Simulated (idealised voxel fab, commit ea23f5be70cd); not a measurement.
This section sets out a process module, namely voxel released beams.
Displayed cross-section: cut, width of 190 nm, square cells sized 5 nm.
Cross-sections here: square-cell grids, written as top-down lists of bands, a band being one or more rows of cells.
Top, bottom (nm), then materials left to right with widths (nm); lone material tagged "full width" fills the whole band edge to edge; "blank" = empty space.
Where do heights start? At 0: under that level the wafer as delivered is made of one material only. And the lowest band has no floor; it just carries on downward, as in "from 0 down".
You'd read "30 to 40" like this: the band's top row of cells is as wide as the first number, its bottom row is as wide as the second, and going down, every row changes width by the same amount as the row before did.
The designation "remained the same", where it is given for a processing step, indicates that no cell of the cross-section was altered in the course of that step.
This entry, "Fully closed voids", enumerates those empty regions of no fewer than 8 cells that possess no open connection to the top. Each region is reported in the form width x height at distance, the distance being taken from the left edge, with all three quantities expressed in nm.
Post-settings text on a step line: simulator's own remark regarding the step.
overlay nm: mask offset rightward from planned place, masked step; negative means leftward offset.

Process steps foreseen in the plan
1 RECEIVE | material Si
2 CONFORMAL_DEP | material Al2O3 | thk nm 5
3 DIRECTIONAL_DEP | material SiO2 | thk nm 20
4 MASKED_ETCH | tone open | mask id ANCHOR | width nm 35 | etch materials SiO2 | depth nm 20 | overlay nm 0
5 CONFORMAL_DEP | material W | thk nm 15
6 DIRECTIONAL_DEP | material aC | thk nm 10
7 PATTERN | tone cover | mask id BEAM | material resist | width nm 115 | thk nm 25 | overlay nm 0
8 DIRECTIONAL_ETCH | etch materials aC | depth nm 10
9 STRIP | etch materials resist
10 DIRECTIONAL_ETCH | etch materials W | depth nm 15
11 STRIP | etch materials aC
12 STRIP | etch materials SiO2

Here's what the wafer looked like in cross-section when it arrived - that's after step 1
	from 0 down: Si full width
	Fully closed voids: none

Figure: cross-sectional view of the wafer upon completion of the module, processed from the initial state and according to the plan depicted above, with one error introduced during execution
	from 40 to 25: blank 35 / W 20 / blank 5 / W 95 / blank 35
	from 25 to 20: blank 40 / W 15 / blank 5 / W 15 / blank 115
	from 20 to 5: blank 40 / W 35 / blank 115
	from 5 to 0: Al2O3 full width
	from 0 down: Si full width
	Fully closed voids: none
It is concluded that the wafer was processed incorrectly with respect to the plan, in that planned and actual differ for step 7; actual: PATTERN | tone cover | mask id BEAM | material resist | width nm 120 | thk nm 25 | overlay nm 0
